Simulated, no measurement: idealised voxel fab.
Title: Process Module voxel self aligned contacts
We display cut, a cross-section 280 nm in width whose square cells are each 5 nm.
Square cells in a grid make up a cross-section in this document, and the grid is given as bands, listed from the top down, each one or more rows of cells. Read a band's entry like this: the first values are the height of its top and the height of its bottom in nm, and what follows is the sequence of materials from left to right, each with its width in nm. Note that "blank" is empty space, and that a single material marked "throughout" reaches across the band from edge to edge. All heights in this document are referenced to 0, defined as the level beneath which the wafer, as received, consists entirely of one material. The lowest band is not bounded below; it extends indefinitely downward and is written in the form "0 -> down". Width "30 to 40": first value at the band's top row of cells, second value at its bottom row, equal change from row to row. "no modification" -> step changed no cross-section cell. Each empty space that has no open way to the top and spans at least 8 cells appears under "Sealed void list" as width x height at distance, the distance counted from the left edge, all in nm. Past the settings on a step's line: simulator remark, on that step. For masked steps, "overlay nm" on the step line gives how far right of plan the mask actually lay; a minus sign means it lay to the left.
### Intended process steps
- 1: op RECEIVE | material Si
- 2: op CONFORMAL_DEP | material SiO2 | thk nm 5
- 3: op DIRECTIONAL_DEP | material polySi | thk nm 20
- 4: op DIRECTIONAL_DEP | material SiN | thk nm 20
- 5: op MASKED_ETCH | tone cover | mask id GATE | width nm 30 | pitch nm 65 | etch materials SiN | depth nm 20 | overlay nm 0
- 6: op MASKED_ETCH | tone cover | mask id GATE | width nm 30 | pitch nm 65 | etch materials polySi | depth nm 20 | overlay nm 0
- 7: op CONFORMAL_DEP | material SiN | thk nm 10
- 8: op DIRECTIONAL_ETCH | etch materials SiN | depth nm 10
- 9: op FILL_DEP | material SiO2 | thk nm 15
- 10: op CMP | height nm 50
- 11: op PATTERN | tone open | mask id CONTACT | material resist | width nm 45 | pitch nm 65 | thk nm 15 | overlay nm 0
- 12: op DIRECTIONAL_ETCH | etch materials SiO2 | depth nm 50
- 13: op STRIP | etch materials resist
- 14: op CONFORMAL_DEP | material TiN | thk nm 5
- 15: op FILL_DEP | material Ru | thk nm 10
- 16: op CMP | height nm 50
- 17: op CONFORMAL_DEP | material SiN | thk nm 5
### Step 1 complete: cross-section of the wafer as received
0 -> down | Si throughout
Sealed void list: none
### Wafer at module end, in section. Began as above, planned as above, run with one mistake
55 -> 50 | SiN throughout
50 -> 45 | SiO2 50 nm, SiN 50 nm, TiN 15 nm, SiN 50 nm, TiN 15 nm, SiN 50 nm, SiO2 50 nm
45 -> 25 | SiN throughout
25 -> 5 | polySi throughout
5 -> 0 | SiO2 throughout
0 -> down | Si throughout
Sealed void list: none
Deviation noted in wafer processing: the plan had its step 4 run twice
